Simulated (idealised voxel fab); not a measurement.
process module | voxel transistor to metal
cross-section cut | 155 nm wide | cells 5 nm
A cross-section is a grid of square cells, given in bands from the top down. A band is one or more rows of cells.
Each band's line starts with the height of the band's top and of its bottom, in nm. Then come its materials from left to right, each with its width in nm. One material with "throughout" fills the band from edge to edge. "air" is empty space.
Height 0 is the level under which the wafer as received is all one material. The lowest band goes on downwards, as in "0 down".
A width such as "30 to 40" changes by the same amount from each row of cells to the next, from the band's top row to its bottom row.
"no change" after a step means that no cell of the cross-section changed.
closed voids: empty space of 8 cells or more with no open way to the top, each as width x height at its distance from the left edge, in nm
after a step's settings: what the simulator itself notes on the step
overlay nm, on a step with a mask: how far to the right of its planned place the mask lay; to the left if negative
Each pair below shows a cross-section before one step and the cross-section after it, down to the lowest band that changed. The line under each pair gives the step between them, with its settings. The pairs can come from different runs of this module on the same starting wafer, so a pair continues from the pair above only where its "before" says so.
before
  65 to 50: air 25 | resist 20 | air 60 | resist 20 | air 30
  50 to 30: air 25 | Ru 20 | air 60 | Ru 20 | air 30
  30 to 25: air 25 | TiN 20 | air 60 | TiN 20 | air 30
  25 to 10: SiO2 25 | TiN 5 | W 10 | TiN 5 | SiO2 60 | TiN 5 | W 10 | TiN 5 | SiO2 30
  10 to 0: SiO2 25 | TiN 5 | W 10 | TiN 5 | SiO2 5 | SiN 10 | HfO2 5 | TiN 5 | W 10 | TiN 5 | HfO2 5 | SiN 10 | SiO2 5 | TiN 5 | W 10 | TiN 5 | SiO2 30
  0 to -5: SiO2 25 | TiN 20 | SiO2 5 | SiN 10 | HfO2 5 | TiN 20 | HfO2 5 | SiN 10 | SiO2 5 | TiN 20 | SiO2 30
  -5 to -10: SiO2 10 | pSi 40 | SiO2 5 | HfO2 40 | SiO2 5 | pSi 40 | SiO2 15
  -10 to -45: SiO2 15 | Si 120 | SiO2 20
  -45 down: Si throughout
  closed voids: none
after
  50 to 30: air 25 | Ru 20 | air 60 | Ru 20 | air 30
  below 30: unchanged
  closed voids: none
the step between: op STRIP | etch materials resist
before: the cross-section after the pair above
after
  55 to 50: lowk throughout
  50 to 30: lowk 25 | Ru 20 | lowk 60 | Ru 20 | lowk 30
  30 to 25: lowk 25 | TiN 20 | lowk 60 | TiN 20 | lowk 30
  below 25: unchanged
  closed voids: none
the step between: op FILL_DEP | material lowk | thk nm 5
before: the cross-section after the pair above
after
  50 to 30: lowk 25 | Ru 20 | lowk 60 | Ru 20 | lowk 30
  below 30: unchanged
  closed voids: none
the step between: op CMP | height nm 50
before: the cross-section after the pair above
after
  55 to 50: SiCN throughout
  below 50: unchanged
  closed voids: none
the step between: op CONFORMAL_DEP | material SiCN | thk nm 5
before
  20 to 15: air 45 | TiN 20 | air 20 | TiN 20 | air 50
  15 to 10: TiN 50 | SiN 10 | TiN 5 | air 20 | TiN 5 | SiN 10 | TiN 55
  10 to -5: SiO2 50 | SiN 10 | TiN 5 | air 20 | TiN 5 | SiN 10 | SiO2 55
  -5 to -10: SiO2 10 | pSi 40 | SiO2 5 | TiN 40 | SiO2 5 | pSi 40 | SiO2 15
  -10 to -25: SiO2 15 | Si 120 | SiO2 20
  -25 down: Si throughout
  closed voids: none
after
  25 to 20: air 40 | HfO2 30 | air 10 | HfO2 30 | air 45
  20 to 15: HfO2 45 | TiN 20 | HfO2 5 | air 10 | HfO2 5 | TiN 20 | HfO2 50
  15 to 10: TiN 50 | SiN 10 | TiN 5 | HfO2 5 | air 10 | HfO2 5 | TiN 5 | SiN 10 | TiN 55
  10 to 0: SiO2 50 | SiN 10 | TiN 5 | HfO2 5 | air 10 | HfO2 5 | TiN 5 | SiN 10 | SiO2 55
  0 to -5: SiO2 50 | SiN 10 | TiN 5 | HfO2 20 | TiN 5 | SiN 10 | SiO2 55
  below -5: unchanged
  closed voids: none
the step between: op CONFORMAL_DEP | material HfO2 | thk nm 5
before: the cross-section after the pair above
after
  35 to 25: W throughout
  25 to 20: W 40 | HfO2 30 | W 10 | HfO2 30 | W 45
  20 to 15: HfO2 45 | TiN 20 | HfO2 5 | W 10 | HfO2 5 | TiN 20 | HfO2 50
  15 to 10: TiN 50 | SiN 10 | TiN 5 | HfO2 5 | W 10 | HfO2 5 | TiN 5 | SiN 10 | TiN 55
  10 to 0: SiO2 50 | SiN 10 | TiN 5 | HfO2 5 | W 10 | HfO2 5 | TiN 5 | SiN 10 | SiO2 55
  below 0: unchanged
  closed voids: none
the step between: op FILL_DEP | material W | thk nm 10
before: the cross-section after the pair above
after
  10 to 0: SiO2 50 | SiN 10 | TiN 5 | HfO2 5 | W 10 | HfO2 5 | TiN 5 | SiN 10 | SiO2 55
  below 0: unchanged
  closed voids: none
the step between: op CMP | height nm 10
before: the cross-section after the pair above
after
  25 to 10: SiO2 throughout
  below 10: unchanged
  closed voids: none
the step between: op DIRECTIONAL_DEP | material SiO2 | thk nm 15
before: the cross-section after the pair above
after
  40 to 25: resist 25 | air 20 | resist 60 | air 20 | resist 30
  below 25: unchanged
  closed voids: none
the step between: op PATTERN | tone open | mask id CONTACT | material resist | width nm 20 | pitch nm 80 | thk nm 15 | overlay nm 0
before: the cross-section after the pair above
after
  40 to 25: resist 25 | air 20 | resist 60 | air 20 | resist 30
  25 to 10: SiO2 25 | air 20 | SiO2 60 | air 20 | SiO2 30
  10 to 0: SiO2 25 | air 20 | SiO2 5 | SiN 10 | TiN 5 | HfO2 5 | W 10 | HfO2 5 | TiN 5 | SiN 10 | SiO2 5 | air 20 | SiO2 30
  0 to -5: SiO2 25 | air 20 | SiO2 5 | SiN 10 | TiN 5 | HfO2 20 | TiN 5 | SiN 10 | SiO2 5 | air 20 | SiO2 30
  below -5: unchanged
  closed voids: none
the step between: op DIRECTIONAL_ETCH | etch materials SiO2 | depth nm 30
before: the cross-section after the pair above
after
  25 to 10: SiO2 25 | air 20 | SiO2 60 | air 20 | SiO2 30
  below 10: unchanged
  closed voids: none
the step between: op STRIP | etch materials resist
before: the cross-section after the pair above
after
  30 to 25: TiN 30 | air 10 | TiN 70 | air 10 | TiN 35
  25 to 10: SiO2 25 | TiN 5 | air 10 | TiN 5 | SiO2 60 | TiN 5 | air 10 | TiN 5 | SiO2 30
  10 to 0: SiO2 25 | TiN 5 | air 10 | TiN 5 | SiO2 5 | SiN 10 | TiN 5 | HfO2 5 | W 10 | HfO2 5 | TiN 5 | SiN 10 | SiO2 5 | TiN 5 | air 10 | TiN 5 | SiO2 30
  0 to -5: SiO2 25 | TiN 20 | SiO2 5 | SiN 10 | TiN 5 | HfO2 20 | TiN 5 | SiN 10 | SiO2 5 | TiN 20 | SiO2 30
  below -5: unchanged
  closed voids: none
the step between: op CONFORMAL_DEP | material TiN | thk nm 5
before: the cross-section after the pair above
after
  35 to 30: W throughout
  30 to 25: TiN 30 | W 10 | TiN 70 | W 10 | TiN 35
  25 to 10: SiO2 25 | TiN 5 | W 10 | TiN 5 | SiO2 60 | TiN 5 | W 10 | TiN 5 | SiO2 30
  10 to 0: SiO2 25 | TiN 5 | W 10 | TiN 5 | SiO2 5 | SiN 10 | TiN 5 | HfO2 5 | W 10 | HfO2 5 | TiN 5 | SiN 10 | SiO2 5 | TiN 5 | W 10 | TiN 5 | SiO2 30
  below 0: unchanged
  closed voids: none
the step between: op FILL_DEP | material W | thk nm 5
before: the cross-section after the pair above
after
  25 to 10: SiO2 25 | TiN 5 | W 10 | TiN 5 | SiO2 60 | TiN 5 | W 10 | TiN 5 | SiO2 30
  below 10: unchanged
  closed voids: none
the step between: op CMP | height nm 25
before: the cross-section after the pair above
after
  30 to 25: TiN throughout
  below 25: unchanged
  closed voids: none
the step between: op DIRECTIONAL_DEP | material TiN | thk nm 5
before: the cross-section after the pair above
after
  50 to 30: Ru throughout
  below 30: unchanged
  closed voids: none
the step between: op DIRECTIONAL_DEP | material Ru | thk nm 20
before: the cross-section after the pair above
after
  65 to 50: air 25 | resist 20 | air 60 | resist 20 | air 30
  below 50: unchanged
  closed voids: none
the step between: op PATTERN | tone cover | mask id METAL_1 | material resist | width nm 20 | pitch nm 80 | thk nm 15 | overlay nm 0
before: the cross-section after the pair above
after
  65 to 50: air 25 | resist 20 | air 60 | resist 20 | air 30
  50 to 30: air 25 | Ru 20 | air 60 | Ru 20 | air 30
  below 30: unchanged
  closed voids: none
the step between: op DIRECTIONAL_ETCH | etch materials Ru | depth nm 20
before: the cross-section after the pair above
after
  65 to 50: air 25 | resist 20 | air 60 | resist 20 | air 30
  50 to 30: air 25 | Ru 20 | air 60 | Ru 20 | air 30
  30 to 25: air 25 | TiN 20 | air 60 | TiN 20 | air 30
  below 25: unchanged
  closed voids: none
the step between: op DIRECTIONAL_ETCH | etch materials TiN | depth nm 5
before: the cross-section after the pair above
after
  50 to 30: air 25 | Ru 20 | air 60 | Ru 20 | air 30
  below 30: unchanged
  closed voids: none
the step between: op STRIP | etch materials resist
before: the cross-section after the pair above
after
  55 to 50: lowk throughout
  50 to 30: lowk 25 | Ru 20 | lowk 60 | Ru 20 | lowk 30
  30 to 25: lowk 25 | TiN 20 | lowk 60 | TiN 20 | lowk 30
  below 25: unchanged
  closed voids: none
the step between: op FILL_DEP | material lowk | thk nm 5
before: the cross-section after the pair above
after
  50 to 30: lowk 25 | Ru 20 | lowk 60 | Ru 20 | lowk 30
  below 30: unchanged
  closed voids: none
the step between: op CMP | height nm 50
before: the cross-section after the pair above
after
  55 to 50: SiCN throughout
  below 50: unchanged
  closed voids: none
the step between: op CONFORMAL_DEP | material SiCN | thk nm 5
before
  55 to 50: lowk throughout
  50 to 30: lowk 25 | Ru 20 | lowk 60 | Ru 20 | lowk 30
  30 to 25: lowk 25 | TiN 20 | lowk 60 | TiN 20 | lowk 30
  25 to 10: SiO2 25 | TiN 5 | W 10 | TiN 5 | SiO2 60 | TiN 5 | W 10 | TiN 5 | SiO2 30
  10 to 0: SiO2 25 | TiN 5 | W 10 | TiN 5 | SiO2 5 | SiN 10 | HfO2 5 | TiN 5 | W 10 | TiN 5 | HfO2 5 | SiN 10 | SiO2 5 | TiN 5 | W 10 | TiN 5 | SiO2 30
  0 to -5: SiO2 25 | TiN 20 | SiO2 5 | SiN 10 | HfO2 5 | TiN 20 | HfO2 5 | SiN 10 | SiO2 5 | TiN 20 | SiO2 30
  -5 to -10: SiO2 10 | pSi 40 | SiO2 5 | HfO2 40 | SiO2 5 | pSi 40 | SiO2 15
  -10 to -25: SiO2 15 | Si 120 | SiO2 20
  -25 down: Si throughout
  closed voids: none
after
  45 to 30: lowk 25 | Ru 20 | lowk 60 | Ru 20 | lowk 30
  below 30: unchanged
  closed voids: none
the step between: op CMP | height nm 45
before: the cross-section after the pair above
after
  50 to 45: SiCN throughout
  below 45: unchanged
  closed voids: none
the step between: op CONFORMAL_DEP | material SiCN | thk nm 5
before
  50 to 30: Ru throughout
  30 to 25: TiN throughout
  25 to 10: SiO2 25 | TiN 5 | W 10 | TiN 5 | SiO2 60 | TiN 5 | W 10 | TiN 5 | SiO2 30
  10 to 0: SiO2 25 | TiN 5 | W 10 | TiN 5 | SiO2 5 | SiN 10 | HfO2 5 | TiN 5 | W 10 | TiN 5 | HfO2 5 | SiN 10 | SiO2 5 | TiN 5 | W 10 | TiN 5 | SiO2 30
  0 to -5: SiO2 25 | TiN 20 | SiO2 5 | SiN 10 | HfO2 5 | TiN 20 | HfO2 5 | SiN 10 | SiO2 5 | TiN 20 | SiO2 30
  -5 to -10: SiO2 10 | pSi 40 | SiO2 5 | HfO2 40 | SiO2 5 | pSi 40 | SiO2 15
  -10 to -25: SiO2 15 | Si 120 | SiO2 20
  -25 down: Si throughout
  closed voids: none
after
  65 to 50: air 20 | resist 30 | air 50 | resist 30 | air 25
  below 50: unchanged
  closed voids: none
the step between: op PATTERN | tone cover | mask id METAL_1 | material resist | width nm 30 | pitch nm 80 | thk nm 15 | overlay nm 0
before: the cross-section after the pair above
after
  65 to 50: air 20 | resist 30 | air 50 | resist 30 | air 25
  50 to 30: air 20 | Ru 30 | air 50 | Ru 30 | air 25
  below 30: unchanged
  closed voids: none
the step between: op DIRECTIONAL_ETCH | etch materials Ru | depth nm 20
before: the cross-section after the pair above
after
  65 to 50: air 20 | resist 30 | air 50 | resist 30 | air 25
  50 to 30: air 20 | Ru 30 | air 50 | Ru 30 | air 25
  30 to 25: air 20 | TiN 30 | air 50 | TiN 30 | air 25
  below 25: unchanged
  closed voids: none
the step between: op DIRECTIONAL_ETCH | etch materials TiN | depth nm 5
before: the cross-section after the pair above
after
  50 to 30: air 20 | Ru 30 | air 50 | Ru 30 | air 25
  below 30: unchanged
  closed voids: none
the step between: op STRIP | etch materials resist
before: the cross-section after the pair above
after
  55 to 50: lowk throughout
  50 to 30: lowk 20 | Ru 30 | lowk 50 | Ru 30 | lowk 25
  30 to 25: lowk 20 | TiN 30 | lowk 50 | TiN 30 | lowk 25
  below 25: unchanged
  closed voids: none
the step between: op FILL_DEP | material lowk | thk nm 5
before: the cross-section after the pair above
after
  50 to 30: lowk 20 | Ru 30 | lowk 50 | Ru 30 | lowk 25
  below 30: unchanged
  closed voids: none
the step between: op CMP | height nm 50
before: the cross-section after the pair above
after
  55 to 50: SiCN throughout
  below 50: unchanged
  closed voids: none
the step between: op CONFORMAL_DEP | material SiCN | thk nm 5
before
  50 to 30: Ru throughout
  30 to 25: TiN throughout
  25 to 10: SiO2 25 | TiN 5 | W 10 | TiN 5 | SiO2 60 | TiN 5 | W 10 | TiN 5 | SiO2 30
  10 to 0: SiO2 25 | TiN 5 | W 10 | TiN 5 | SiO2 5 | SiN 10 | HfO2 5 | TiN 5 | W 10 | TiN 5 | HfO2 5 | SiN 10 | SiO2 5 | TiN 5 | W 10 | TiN 5 | SiO2 30
  0 to -5: SiO2 25 | TiN 20 | SiO2 5 | SiN 10 | HfO2 5 | TiN 20 | HfO2 5 | SiN 10 | SiO2 5 | TiN 20 | SiO2 30
  -5 to -10: SiO2 10 | pSi 40 | SiO2 5 | HfO2 40 | SiO2 5 | pSi 40 | SiO2 15
  -10 to -25: SiO2 15 | Si 120 | SiO2 20
  -25 down: Si throughout
  closed voids: none
after
  65 to 50: air 30 | resist 20 | air 60 | resist 20 | air 25
  below 50: unchanged
  closed voids: none
the step between: op PATTERN | tone cover | mask id METAL_1 | material resist | width nm 20 | pitch nm 80 | thk nm 15 | overlay nm 5
before: the cross-section after the pair above
after
  65 to 50: air 30 | resist 20 | air 60 | resist 20 | air 25
  50 to 30: air 30 | Ru 20 | air 60 | Ru 20 | air 25
  below 30: unchanged
  closed voids: none
the step between: op DIRECTIONAL_ETCH | etch materials Ru | depth nm 20
before: the cross-section after the pair above
after
  65 to 50: air 30 | resist 20 | air 60 | resist 20 | air 25
  50 to 30: air 30 | Ru 20 | air 60 | Ru 20 | air 25
  30 to 25: air 30 | TiN 20 | air 60 | TiN 20 | air 25
  below 25: unchanged
  closed voids: none
the step between: op DIRECTIONAL_ETCH | etch materials TiN | depth nm 5
before: the cross-section after the pair above
after
  50 to 30: air 30 | Ru 20 | air 60 | Ru 20 | air 25
  below 30: unchanged
  closed voids: none
the step between: op STRIP | etch materials resist
before: the cross-section after the pair above
after
  55 to 50: lowk throughout
  50 to 30: lowk 30 | Ru 20 | lowk 60 | Ru 20 | lowk 25
  30 to 25: lowk 30 | TiN 20 | lowk 60 | TiN 20 | lowk 25
  below 25: unchanged
  closed voids: none
the step between: op FILL_DEP | material lowk | thk nm 5
before: the cross-section after the pair above
after
  50 to 30: lowk 30 | Ru 20 | lowk 60 | Ru 20 | lowk 25
  below 30: unchanged
  closed voids: none
the step between: op CMP | height nm 50
before: the cross-section after the pair above
after
  55 to 50: SiCN throughout
  below 50: unchanged
  closed voids: none
the step between: op CONFORMAL_DEP | material SiCN | thk nm 5
before
  20 to 15: air 45 | TiN 20 | air 20 | TiN 20 | air 50
  15 to 10: TiN 50 | SiN 10 | TiN 5 | air 20 | TiN 5 | SiN 10 | TiN 55
  10 to -5: SiO2 50 | SiN 10 | TiN 5 | air 20 | TiN 5 | SiN 10 | SiO2 55
  -5 to -10: SiO2 10 | pSi 40 | SiO2 5 | TiN 40 | SiO2 5 | pSi 40 | SiO2 15
  -10 to -25: SiO2 15 | Si 120 | SiO2 20
  -25 down: Si throughout
  closed voids: none
after
  25 to 20: air 40 | TiN 30 | air 10 | TiN 30 | air 45
  20 to 15: TiN 70 | air 10 | TiN 75
  15 to 10: TiN 50 | SiN 10 | TiN 10 | air 10 | TiN 10 | SiN 10 | TiN 55
  10 to 0: SiO2 50 | SiN 10 | TiN 10 | air 10 | TiN 10 | SiN 10 | SiO2 55
  0 to -5: SiO2 50 | SiN 10 | TiN 30 | SiN 10 | SiO2 55
  below -5: unchanged
  closed voids: none
the step between: op CONFORMAL_DEP | material TiN | thk nm 5
before: the cross-section after the pair above
after
  35 to 25: W throughout
  25 to 20: W 40 | TiN 30 | W 10 | TiN 30 | W 45
  20 to 15: TiN 70 | W 10 | TiN 75
  15 to 10: TiN 50 | SiN 10 | TiN 10 | W 10 | TiN 10 | SiN 10 | TiN 55
  10 to 0: SiO2 50 | SiN 10 | TiN 10 | W 10 | TiN 10 | SiN 10 | SiO2 55
  below 0: unchanged
  closed voids: none
the step between: op FILL_DEP | material W | thk nm 10
before: the cross-section after the pair above
after
  10 to 0: SiO2 50 | SiN 10 | TiN 10 | W 10 | TiN 10 | SiN 10 | SiO2 55
  below 0: unchanged
  closed voids: none
the step between: op CMP | height nm 10
before: the cross-section after the pair above
after
  25 to 10: SiO2 throughout
  below 10: unchanged
  closed voids: none
the step between: op DIRECTIONAL_DEP | material SiO2 | thk nm 15
before: the cross-section after the pair above
after
  40 to 25: resist 25 | air 20 | resist 60 | air 20 | resist 30
  below 25: unchanged
  closed voids: none
the step between: op PATTERN | tone open | mask id CONTACT | material resist | width nm 20 | pitch nm 80 | thk nm 15 | overlay nm 0
before: the cross-section after the pair above
after
  40 to 25: resist 25 | air 20 | resist 60 | air 20 | resist 30
  25 to 10: SiO2 25 | air 20 | SiO2 60 | air 20 | SiO2 30
  10 to 0: SiO2 25 | air 20 | SiO2 5 | SiN 10 | TiN 10 | W 10 | TiN 10 | SiN 10 | SiO2 5 | air 20 | SiO2 30
  0 to -5: SiO2 25 | air 20 | SiO2 5 | SiN 10 | TiN 30 | SiN 10 | SiO2 5 | air 20 | SiO2 30
  below -5: unchanged
  closed voids: none
the step between: op DIRECTIONAL_ETCH | etch materials SiO2 | depth nm 30
before: the cross-section after the pair above
after
  25 to 10: SiO2 25 | air 20 | SiO2 60 | air 20 | SiO2 30
  below 10: unchanged
  closed voids: none
the step between: op STRIP | etch materials resist
before: the cross-section after the pair above
after
  30 to 25: TiN 30 | air 10 | TiN 70 | air 10 | TiN 35
  25 to 10: SiO2 25 | TiN 5 | air 10 | TiN 5 | SiO2 60 | TiN 5 | air 10 | TiN 5 | SiO2 30
  10 to 0: SiO2 25 | TiN 5 | air 10 | TiN 5 | SiO2 5 | SiN 10 | TiN 10 | W 10 | TiN 10 | SiN 10 | SiO2 5 | TiN 5 | air 10 | TiN 5 | SiO2 30
  0 to -5: SiO2 25 | TiN 20 | SiO2 5 | SiN 10 | TiN 30 | SiN 10 | SiO2 5 | TiN 20 | SiO2 30
  below -5: unchanged
  closed voids: none
the step between: op CONFORMAL_DEP | material TiN | thk nm 5
before: the cross-section after the pair above
after
  35 to 30: W throughout
  30 to 25: TiN 30 | W 10 | TiN 70 | W 10 | TiN 35
  25 to 10: SiO2 25 | TiN 5 | W 10 | TiN 5 | SiO2 60 | TiN 5 | W 10 | TiN 5 | SiO2 30
  10 to 0: SiO2 25 | TiN 5 | W 10 | TiN 5 | SiO2 5 | SiN 10 | TiN 10 | W 10 | TiN 10 | SiN 10 | SiO2 5 | TiN 5 | W 10 | TiN 5 | SiO2 30
  below 0: unchanged
  closed voids: none
the step between: op FILL_DEP | material W | thk nm 5
before: the cross-section after the pair above
after
  25 to 10: SiO2 25 | TiN 5 | W 10 | TiN 5 | SiO2 60 | TiN 5 | W 10 | TiN 5 | SiO2 30
  below 10: unchanged
  closed voids: none
the step between: op CMP | height nm 25
before: the cross-section after the pair above
after
  30 to 25: TiN throughout
  below 25: unchanged
  closed voids: none
the step between: op DIRECTIONAL_DEP | material TiN | thk nm 5
before: the cross-section after the pair above
after
  50 to 30: Ru throughout
  below 30: unchanged
  closed voids: none
the step between: op DIRECTIONAL_DEP | material Ru | thk nm 20
before: the cross-section after the pair above
after
  65 to 50: air 25 | resist 20 | air 60 | resist 20 | air 30
  below 50: unchanged
  closed voids: none
the step between: op PATTERN | tone cover | mask id METAL_1 | material resist | width nm 20 | pitch nm 80 | thk nm 15 | overlay nm 0
before: the cross-section after the pair above
after
  65 to 50: air 25 | resist 20 | air 60 | resist 20 | air 30
  50 to 30: air 25 | Ru 20 | air 60 | Ru 20 | air 30
  below 30: unchanged
  closed voids: none
the step between: op DIRECTIONAL_ETCH | etch materials Ru | depth nm 20
before: the cross-section after the pair above
after
  65 to 50: air 25 | resist 20 | air 60 | resist 20 | air 30
  50 to 30: air 25 | Ru 20 | air 60 | Ru 20 | air 30
  30 to 25: air 25 | TiN 20 | air 60 | TiN 20 | air 30
  below 25: unchanged
  closed voids: none
the step between: op DIRECTIONAL_ETCH | etch materials TiN | depth nm 5
before: the cross-section after the pair above
after
  50 to 30: air 25 | Ru 20 | air 60 | Ru 20 | air 30
  below 30: unchanged
  closed voids: none
the step between: op STRIP | etch materials resist
before: the cross-section after the pair above
after
  55 to 50: lowk throughout
  50 to 30: lowk 25 | Ru 20 | lowk 60 | Ru 20 | lowk 30
  30 to 25: lowk 25 | TiN 20 | lowk 60 | TiN 20 | lowk 30
  below 25: unchanged
  closed voids: none
the step between: op FILL_DEP | material lowk | thk nm 5
before: the cross-section after the pair above
after
  50 to 30: lowk 25 | Ru 20 | lowk 60 | Ru 20 | lowk 30
  below 30: unchanged
  closed voids: none
the step between: op CMP | height nm 50
before: the cross-section after the pair above
after
  55 to 50: SiCN throughout
  below 50: unchanged
  closed voids: none
the step between: op CONFORMAL_DEP | material SiCN | thk nm 5
before
  25 to 10: SiO2 throughout
  10 to 0: SiO2 50 | SiN 10 | HfO2 5 | TiN 5 | W 10 | TiN 5 | HfO2 5 | SiN 10 | SiO2 55
  0 to -5: SiO2 50 | SiN 10 | HfO2 5 | TiN 20 | HfO2 5 | SiN 10 | SiO2 55
  -5 to -10: SiO2 10 | pSi 40 | SiO2 5 | HfO2 40 | SiO2 5 | pSi 40 | SiO2 15
  -10 to -25: SiO2 15 | Si 120 | SiO2 20
  -25 down: Si throughout
  closed voids: none
after
  40 to 25: air 25 | resist 20 | air 60 | resist 20 | air 30
  below 25: unchanged
  closed voids: none
the step between: op PATTERN | tone cover | mask id CONTACT | material resist | width nm 20 | pitch nm 80 | thk nm 15 | overlay nm 0
before: the cross-section after the pair above
after
  40 to 25: air 25 | resist 20 | air 60 | resist 20 | air 30
  25 to 10: air 25 | SiO2 20 | air 60 | SiO2 20 | air 30
  10 to 0: air 25 | SiO2 20 | air 5 | SiN 10 | HfO2 5 | TiN 5 | W 10 | TiN 5 | HfO2 5 | SiN 10 | air 5 | SiO2 20 | air 30
  0 to -5: air 25 | SiO2 20 | air 5 | SiN 10 | HfO2 5 | TiN 20 | HfO2 5 | SiN 10 | air 5 | SiO2 20 | air 30
  below -5: unchanged
  closed voids: none
the step between: op DIRECTIONAL_ETCH | etch materials SiO2 | depth nm 30
before: the cross-section after the pair above
after
  25 to 10: air 25 | SiO2 20 | air 60 | SiO2 20 | air 30
  below 10: unchanged
  closed voids: none
the step between: op STRIP | etch materials resist
before: the cross-section after the pair above
after
  30 to 25: air 20 | TiN 30 | air 50 | TiN 30 | air 25
  25 to 15: air 20 | TiN 5 | SiO2 20 | TiN 5 | air 50 | TiN 5 | SiO2 20 | TiN 5 | air 25
  15 to 10: air 20 | TiN 5 | SiO2 20 | TiN 60 | SiO2 20 | TiN 5 | air 25
  10 to 0: air 20 | TiN 5 | SiO2 20 | TiN 5 | SiN 10 | HfO2 5 | TiN 5 | W 10 | TiN 5 | HfO2 5 | SiN 10 | TiN 5 | SiO2 20 | TiN 5 | air 25
  0 to -5: TiN 25 | SiO2 20 | TiN 5 | SiN 10 | HfO2 5 | TiN 20 | HfO2 5 | SiN 10 | TiN 5 | SiO2 20 | TiN 30
  below -5: unchanged
  closed voids: none
the step between: op CONFORMAL_DEP | material TiN | thk nm 5
before: the cross-section after the pair above
after
  35 to 30: W throughout
  30 to 25: W 20 | TiN 30 | W 50 | TiN 30 | W 25
  25 to 15: W 20 | TiN 5 | SiO2 20 | TiN 5 | W 50 | TiN 5 | SiO2 20 | TiN 5 | W 25
  15 to 10: W 20 | TiN 5 | SiO2 20 | TiN 60 | SiO2 20 | TiN 5 | W 25
  10 to 0: W 20 | TiN 5 | SiO2 20 | TiN 5 | SiN 10 | HfO2 5 | TiN 5 | W 10 | TiN 5 | HfO2 5 | SiN 10 | TiN 5 | SiO2 20 | TiN 5 | W 25
  below 0: unchanged
  closed voids: none
the step between: op FILL_DEP | material W | thk nm 5
before: the cross-section after the pair above
after
  25 to 15: W 20 | TiN 5 | SiO2 20 | TiN 5 | W 50 | TiN 5 | SiO2 20 | TiN 5 | W 25
  below 15: unchanged
  closed voids: none
the step between: op CMP | height nm 25
before: the cross-section after the pair above
after
  30 to 25: TiN throughout
  below 25: unchanged
  closed voids: none
the step between: op DIRECTIONAL_DEP | material TiN | thk nm 5
before: the cross-section after the pair above
after
  50 to 30: Ru throughout
  below 30: unchanged
  closed voids: none
the step between: op DIRECTIONAL_DEP | material Ru | thk nm 20
before: the cross-section after the pair above
after
  65 to 50: air 25 | resist 20 | air 60 | resist 20 | air 30
  below 50: unchanged
  closed voids: none
the step between: op PATTERN | tone cover | mask id METAL_1 | material resist | width nm 20 | pitch nm 80 | thk nm 15 | overlay nm 0
before: the cross-section after the pair above
after
  65 to 50: air 25 | resist 20 | air 60 | resist 20 | air 30
  50 to 30: air 25 | Ru 20 | air 60 | Ru 20 | air 30
  below 30: unchanged
  closed voids: none
the step between: op DIRECTIONAL_ETCH | etch materials Ru | depth nm 20
before: the cross-section after the pair above
after
  65 to 50: air 25 | resist 20 | air 60 | resist 20 | air 30
  50 to 30: air 25 | Ru 20 | air 60 | Ru 20 | air 30
  30 to 25: air 25 | TiN 20 | air 60 | TiN 20 | air 30
  below 25: unchanged
  closed voids: none
the step between: op DIRECTIONAL_ETCH | etch materials TiN | depth nm 5
before: the cross-section after the pair above
after
  50 to 30: air 25 | Ru 20 | air 60 | Ru 20 | air 30
  below 30: unchanged
  closed voids: none
the step between: op STRIP | etch materials resist
before: the cross-section after the pair above
after
  55 to 50: lowk throughout
  50 to 30: lowk 25 | Ru 20 | lowk 60 | Ru 20 | lowk 30
  30 to 25: lowk 25 | TiN 20 | lowk 60 | TiN 20 | lowk 30
  below 25: unchanged
  closed voids: none
the step between: op FILL_DEP | material lowk | thk nm 5
before: the cross-section after the pair above
after
  50 to 30: lowk 25 | Ru 20 | lowk 60 | Ru 20 | lowk 30
  below 30: unchanged
  closed voids: none
the step between: op CMP | height nm 50
before: the cross-section after the pair above
after
  55 to 50: SiCN throughout
  below 50: unchanged
  closed voids: none
the step between: op CONFORMAL_DEP | material SiCN | thk nm 5
